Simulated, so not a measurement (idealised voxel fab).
This section sets out a process module, namely voxel spacer lines.
The cross-section on display is named cut; it measures 140 nm wide, and its cells are 5 nm squares.
A cross-section is written here as square cells arranged in a grid, and it is given in bands from the top down, each band taking up one or more rows of cells. Per band: top height and bottom height in nm, followed by the left-to-right materials and their widths in nm; "throughout" marks a single material spanning edge to edge, "empty" marks empty space. Ref level 0: as-received wafer is one material below here. Bottom band extends down with no lower bound ("z 0 and below"). The two numbers in a width such as "30..40" mark its ends across the band: the first belongs to the top row of cells, the second to the bottom row, and from each row to the next the width moves by the same amount. It should be understood that the words "nothing changed", when stated for a given step, signify that the cross-section underwent no change in any of its cells during that step. What "Completely sealed voids" gives you is every empty space of 8 cells or more that is cut off from the top. Each appears as width x height at distance, with the distance taken from the left edge and width, height and distance all in nm. Text after the settings on a step's line: the simulator's own remark on that step. When a step includes a mask, the "overlay nm" setting on its line states how far to the right of its planned place that mask lay, and negative values state how far to the left.

The following list gives the planned process steps
1 RECEIVE with material Si
2 CONFORMAL_DEP with material SiO2, thk nm 5
3 DIRECTIONAL_DEP with material TiN, thk nm 20
4 DIRECTIONAL_DEP with material aC, thk nm 20
5 PATTERN with tone cover, mask id MANDREL, material resist, width nm 20, pitch nm 60, thk nm 30, overlay nm 0
6 DIRECTIONAL_ETCH with etch materials aC, depth nm 20
7 STRIP with etch materials resist
8 CONFORMAL_DEP with material SiN, thk nm 10
9 DIRECTIONAL_ETCH with etch materials SiN, depth nm 10
10 STRIP with etch materials aC
11 DIRECTIONAL_ETCH with etch materials TiN, depth nm 20
12 STRIP with etch materials SiN
13 FILL_DEP with material SiO2, thk nm 5
14 CMP with height nm 25

Cross-section: wafer on arrival = after step 1
	z 0 and below = Si throughout
	Completely sealed voids: none

Looking at the first of two wafers in cross-section at end of module - ran to plan
	z 25 to 5 = 20 of SiO2, 10 of TiN, 20 of SiO2, 10 of TiN, 20 of SiO2, 10 of TiN, 20 of SiO2, 10 of TiN, 20 of SiO2
	z 5 to 0 = SiO2 throughout
	z 0 and below = Si throughout
	Completely sealed voids: none

Presented here is a cross-section of the second of the two wafers as it stood at the end of the module. It was started in the same manner and assigned the same plan as the first wafer; however, one mistake was made in its execution
	z 25 to 5 = 25 of SiO2, 5 of TiN, 20 of SiO2, 5 of TiN, 30 of SiO2, 5 of TiN, 20 of SiO2, 5 of TiN, 25 of SiO2
	z 5 to 0 = SiO2 throughout
	z 0 and below = Si throughout
	Completely sealed voids: none
It is concluded that the wafer was processed incorrectly with respect to the plan, in that note that step 8 departed from the planned setting and was carried out as CONFORMAL_DEP with material SiN, thk nm 5
Final cells, second wafer relative to first, materials higher or lower: SiO2: 16 more; TiN: 16 fewer
